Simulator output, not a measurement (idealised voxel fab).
Documented hereafter: the process module known as voxel tone inversion.
For reference, the cross-section in this document is cut, with width 200 nm and square cells of 5 nm.
When this document writes out a cross-section, it uses a grid of square cells and lists it as bands, beginning at the top and moving down, with a band standing for one or more rows of cells.
Each band's line starts with the height of the band's top and of its bottom, in nm. Then come its materials from left to right, each with its width in nm. One material with "edge to edge" fills the band from edge to edge. "air" is empty space.
For the purposes of this specification, 0 denotes the height below which the wafer in its as-received condition is composed wholly of one material, and the lowermost band, lacking a lower limit, extends downward without end, as expressed in "0 and below".
Read "30..40" as a graded width: first number on top, second number at the bottom, same change between each pair of neighbouring rows.
"remains unaltered" -> step changed no cross-section cell.
"Enclosed void inventory": sealed empty spaces, 8 cells or more, no open way to top, listed width x height at distance, with distance from the left edge and width, height and distance in nm.
after a step's settings: what the simulator itself notes on the step
For masked steps, "overlay nm" on the step line gives how far right of plan the mask actually lay; a minus sign means it lay to the left.
**Process steps - plan**
1,RECEIVE: material Si
2,CONFORMAL_DEP: material SiN, thk nm 5
3,DIRECTIONAL_DEP: material aC, thk nm 25
4,PATTERN: tone cover, mask id POSTS, material resist, width nm 25, pitch nm 50, thk nm 35, overlay nm 0
5,DIRECTIONAL_ETCH: etch materials aC, depth nm 25
6,STRIP: etch materials resist
7,FILL_DEP: material SiO2, thk nm 10
8,CMP: height nm 30
9,STRIP: etch materials aC
10,CONFORMAL_DEP: material TiN, thk nm 5
11,FILL_DEP: material Cu, thk nm 5
12,CMP: height nm 30
13,CONFORMAL_DEP: material SiN, thk nm 5
**Of two wafers, the first: run according to plan**
**As-received wafer cross-section (after step 1)**
0 and below  Si edge to edge
Enclosed void inventory: none
**Wafer xsec, post step 2**
5 down to 0  SiN edge to edge
At heights below 0, the structure remains unaltered.
**Wafer xsec, post step 3**
30 down to 5  aC edge to edge
At heights below 5, the structure remains unaltered.
**Wafer xsec, post step 4**
65 down to 30  air 60 nm  resist 25 nm  air 25 nm  resist 25 nm  air 65 nm
At heights below 30, the structure remains unaltered.
**Wafer xsec, post step 5**
40 down to 30  air 60 nm  resist 25 nm  air 25 nm  resist 25 nm  air 65 nm
30 down to 5  air 60 nm  aC 25 nm  air 25 nm  aC 25 nm  air 65 nm
At heights below 5, the structure remains unaltered.
**Wafer xsec, post step 6**
30 down to 5  air 60 nm  aC 25 nm  air 25 nm  aC 25 nm  air 65 nm
At heights below 5, the structure remains unaltered.
**Wafer xsec, post step 7**
40 down to 30  SiO2 edge to edge
30 down to 5  SiO2 60 nm  aC 25 nm  SiO2 25 nm  aC 25 nm  SiO2 65 nm
At heights below 5, the structure remains unaltered.
**Wafer xsec, post step 8**
30 down to 5  SiO2 60 nm  aC 25 nm  SiO2 25 nm  aC 25 nm  SiO2 65 nm
At heights below 5, the structure remains unaltered.
**Wafer xsec, post step 9**
30 down to 5  SiO2 60 nm  air 25 nm  SiO2 25 nm  air 25 nm  SiO2 65 nm
At heights below 5, the structure remains unaltered.
**Wafer xsec, post step 10**
35 down to 30  TiN 65 nm  air 15 nm  TiN 35 nm  air 15 nm  TiN 70 nm
30 down to 10  SiO2 60 nm  TiN 5 nm  air 15 nm  TiN 5 nm  SiO2 25 nm  TiN 5 nm  air 15 nm  TiN 5 nm  SiO2 65 nm
10 down to 5  SiO2 60 nm  TiN 25 nm  SiO2 25 nm  TiN 25 nm  SiO2 65 nm
At heights below 5, the structure remains unaltered.
**Wafer xsec, post step 11**
40 down to 35  Cu edge to edge
35 down to 30  TiN 65 nm  Cu 15 nm  TiN 35 nm  Cu 15 nm  TiN 70 nm
30 down to 10  SiO2 60 nm  TiN 5 nm  Cu 15 nm  TiN 5 nm  SiO2 25 nm  TiN 5 nm  Cu 15 nm  TiN 5 nm  SiO2 65 nm
At heights below 10, the structure remains unaltered.
**Wafer xsec, post step 12**
30 down to 10  SiO2 60 nm  TiN 5 nm  Cu 15 nm  TiN 5 nm  SiO2 25 nm  TiN 5 nm  Cu 15 nm  TiN 5 nm  SiO2 65 nm
At heights below 10, the structure remains unaltered.
**Wafer xsec, post step 13**
35 down to 30  SiN edge to edge
At heights below 30, the structure remains unaltered.
**The remaining wafer, second of the two, started like the first and was run to the same plan, except that one mistake was made along the way; the two coincide through step 1, inclusive**
Cross-section, second wafer, at the end time the plan gives for step 2: remains unaltered
**Cross-section, second wafer, at the end time the plan gives for step 3**
25 down to 0  aC edge to edge
At heights below 0, the structure remains unaltered.
**Cross-section, second wafer, at the end time the plan gives for step 4**
60 down to 25  air 60 nm  resist 25 nm  air 25 nm  resist 25 nm  air 65 nm
At heights below 25, the structure remains unaltered.
**Cross-section, second wafer, at the end time the plan gives for step 5**
35 down to 25  air 60 nm  resist 25 nm  air 25 nm  resist 25 nm  air 65 nm
25 down to 0  air 60 nm  aC 25 nm  air 25 nm  aC 25 nm  air 65 nm
At heights below 0, the structure remains unaltered.
**Cross-section, second wafer, at the end time the plan gives for step 6**
25 down to 0  air 60 nm  aC 25 nm  air 25 nm  aC 25 nm  air 65 nm
At heights below 0, the structure remains unaltered.
**Cross-section, second wafer, at the end time the plan gives for step 7**
35 down to 25  SiO2 edge to edge
25 down to 0  SiO2 60 nm  aC 25 nm  SiO2 25 nm  aC 25 nm  SiO2 65 nm
At heights below 0, the structure remains unaltered.
**Cross-section, second wafer, at the end time the plan gives for step 8**
30 down to 25  SiO2 edge to edge
At heights below 25, the structure remains unaltered.
Cross-section, second wafer, at the end time the plan gives for step 9: remains unaltered
**Cross-section, second wafer, at the end time the plan gives for step 10**
35 down to 30  TiN edge to edge
At heights below 30, the structure remains unaltered.
**Cross-section, second wafer, at the end time the plan gives for step 11**
40 down to 35  Cu edge to edge
At heights below 35, the structure remains unaltered.
**Cross-section, second wafer, at the end time the plan gives for step 12**
30 down to 25  SiO2 edge to edge
At heights below 25, the structure remains unaltered.
**Cross-section, second wafer, at the end time the plan gives for step 13**
35 down to 30  SiN edge to edge
At heights below 30, the structure remains unaltered.
Where did the run depart from the plan? step 2 of the plan was bypassed and not carried out
Final comparison by cell count, materials where the second wafer has more or fewer than the first: Cu -24; SiN -40; SiO2 +40; TiN -26; aC +50
